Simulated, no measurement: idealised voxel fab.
Process module, titled voxel quadruple lines
Pictured: cross-section cut, 205 nm wide, on a grid of 5 nm square cells.
Cross-section = grid of square cells, listed top down in bands; band = one or more rows. Per band: top height and bottom height in nm, followed by the left-to-right materials and their widths in nm; "all across" marks a single material spanning edge to edge, "air" marks empty space. Measure heights from 0. That's the level where, below it, the as-received wafer is all one material. The lowest band is bottomless and extends downward; write it as in "from 0 down". Top row gets the first number, bottom row gets the second, and each row in between changes by the same step: that is how a band width like "30 to 40" works. Where a step carries "nothing changed", the cross-section came out of it unchanged, cell for cell. Empty spaces counting at least 8 cells and having no open way to the top are listed in "Internal closed voids". The notation width x height at distance is used for each, the distance being from the left edge and all three values in nm. What comes after the settings on a step's line is commentary from the simulator itself on that step. overlay nm: how far to the right of its planned place the mask lay on this masked step (negative: to the left).
-- List of planned process steps
1,RECEIVE, material Si
2,CONFORMAL_DEP, material SiO2, thk nm 10
3,DIRECTIONAL_DEP, material TiN, thk nm 15
4,DIRECTIONAL_DEP, material polySi, thk nm 20
5,DIRECTIONAL_DEP, material aC, thk nm 25
6,PATTERN, tone cover, mask id MANDREL, material resist, width nm 20, thk nm 30, overlay nm 0
7,DIRECTIONAL_ETCH, etch materials aC, depth nm 25
8,STRIP, etch materials resist
9,CONFORMAL_DEP, material SiO2, thk nm 10
10,DIRECTIONAL_ETCH, etch materials SiO2, depth nm 10
11,STRIP, etch materials aC
12,DIRECTIONAL_ETCH, etch materials polySi, depth nm 20
13,STRIP, etch materials SiO2
14,CONFORMAL_DEP, material SiN, thk nm 5
15,DIRECTIONAL_ETCH, etch materials SiN, depth nm 5
16,STRIP, etch materials polySi
17,DIRECTIONAL_ETCH, etch materials TiN, depth nm 15
18,STRIP, etch materials SiN
-- Wafer at receipt (post step 1), cross-section
	from 0 down  Si all across
	Internal closed voids: none
-- Cross-sectional result after module completion. Note: starting condition and plan are unchanged from above; one processing mistake was made
	from 25 to 10  air (75), then TiN (5), then air (10), then TiN (5), then air (10), then TiN (5), then air (10), then TiN (5), then air (80)
	from 10 to 0  aC all across
	from 0 down  Si all across
	Internal closed voids: none
what went wrong: step 2 ran differently from the plan; actual operation with settings: CONFORMAL_DEP, material aC, thk nm 10
